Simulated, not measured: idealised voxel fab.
This is a process module. Its name is voxel gate over fins.
Square cell edge 5 nm, section width 255 nm, ID cut.
Cross-section, as written here: a square-cell grid given band by band from the top down, where a band holds one or more rows of cells.
This entry defines a band. It first specifies the height of the band's top and the height of its bottom in nm, and then specifies the band's materials from left to right, stating each material with its width in nm. The word "edge to edge" identifies a single material that fills the band from edge to edge, while the word "empty" identifies empty space.
Heights from 0 (as-received wafer is one material below). Bottom band endless downward, as "top 0, no bottom".
It should be noted that a width expressed as "30 to 40" varies in equal increments from row to row of cells within the band, taking the value of the first number at the top row and that of the second number at the bottom row.
Reading "no change" for a step: not a cell of the cross-section changed in it.
Enclosed voids (no open way to top), threshold 8 cells or more, entry "Enclosed void listing", notation width x height at distance, distance from left edge, nm.
If you see something after the settings on a step's line, that's the simulator's own remark about that step.
"overlay nm", when on a step's line for a step with a mask, measures how far to the right of its planned place the mask lay; a negative measure means to the left.
STEPS IN THE PROCESS PLAN
step 1: RECEIVE (material Si)
step 2: CONFORMAL_DEP (material SiN; thk nm 10)
step 3: PATTERN (tone cover; mask id FINS; material resist; width nm 15; pitch nm 35; thk nm 15; overlay nm 0)
step 4: DIRECTIONAL_ETCH (etch materials SiN; depth nm 10)
step 5: DIRECTIONAL_ETCH (etch materials Si; depth nm 30)
step 6: STRIP (etch materials resist)
step 7: OXIDIZE (depth nm 5)
step 8: FILL_DEP (material SiO2; thk nm 10)
step 9: CMP (height nm 10)
step 10: SELECTIVE_ETCH (etch materials SiO2; depth nm 20)
step 11: STRIP (etch materials SiN)
step 12: CONFORMAL_DEP (material HfO2; thk nm 5)
step 13: CONFORMAL_DEP (material TiN; thk nm 5)
step 14: FILL_DEP (material W; thk nm 10)
step 15: CMP (height nm 15)
step 16: CONFORMAL_DEP (material SiCN; thk nm 5)
INCOMING WAFER IN CROSS-SECTION (STATE: AFTER STEP 1)
- top 0, no bottom | Si edge to edge
- Enclosed void listing: none
CROSS-SECTIONAL IMAGE OF THE FIRST OF TWO WAFERS AT THE END OF THE MODULE, THE RUN HAVING PROCEEDED AS PLANNED
- top 20, bottom 15 | SiCN edge to edge
- top 15, bottom 10 | W edge to edge
- top 10, bottom 5 | 80 W / 25 TiN / 10 W / 25 TiN / 10 W / 25 TiN / 80 W
- top 5, bottom 0 | 80 W / 5 TiN / 15 HfO2 / 5 TiN / 10 W / 5 TiN / 15 HfO2 / 5 TiN / 10 W / 5 TiN / 15 HfO2 / 5 TiN / 80 W
- top 0, bottom -5 | 85 TiN / 5 HfO2 / 5 Si / 5 HfO2 / 20 TiN / 5 HfO2 / 5 Si / 5 HfO2 / 20 TiN / 5 HfO2 / 5 Si / 5 HfO2 / 85 TiN
- top -5, bottom -10 | 90 HfO2 / 5 Si / 30 HfO2 / 5 Si / 30 HfO2 / 5 Si / 90 HfO2
- top -10, bottom -35 | 90 SiO2 / 5 Si / 30 SiO2 / 5 Si / 30 SiO2 / 5 Si / 90 SiO2
- top -35, no bottom | Si edge to edge
- Enclosed void listing: none
THIS IS THE SECOND OF THE TWO WAFERS, CROSS-SECTIONED AT THE END OF THE MODULE; IT STARTED EXACTLY LIKE THE FIRST AND WAS GIVEN THE SAME PLAN, BUT IT WAS RUN WITH ONE MISTAKE
- top 20, bottom 15 | SiCN edge to edge
- top 15, bottom 10 | W edge to edge
- top 10, bottom 5 | 90 TiN / 5 W / 30 TiN / 5 W / 30 TiN / 5 W / 90 TiN
- top 5, bottom 0 | 85 HfO2 / 5 TiN / 5 W / 5 TiN / 20 HfO2 / 5 TiN / 5 W / 5 TiN / 20 HfO2 / 5 TiN / 5 W / 5 TiN / 85 HfO2
- top 0, bottom -5 | 80 Si / 5 HfO2 / 15 TiN / 5 HfO2 / 10 Si / 5 HfO2 / 15 TiN / 5 HfO2 / 10 Si / 5 HfO2 / 15 TiN / 5 HfO2 / 80 Si
- top -5, bottom -10 | 80 Si / 25 HfO2 / 10 Si / 25 HfO2 / 10 Si / 25 HfO2 / 80 Si
- top -10, bottom -35 | 80 Si / 25 SiO2 / 10 Si / 25 SiO2 / 10 Si / 25 SiO2 / 80 Si
- top -35, no bottom | Si edge to edge
- Enclosed void listing: none
What was done differently from what was planned? rather than as planned, step 3 actually ran as PATTERN (tone open; mask id FINS; material resist; width nm 15; pitch nm 35; thk nm 15; overlay nm 0)
FYI, end of process, the second wafer has more or fewer cells of some materials than the first: Si +231 | SiO2 -165 | W -66
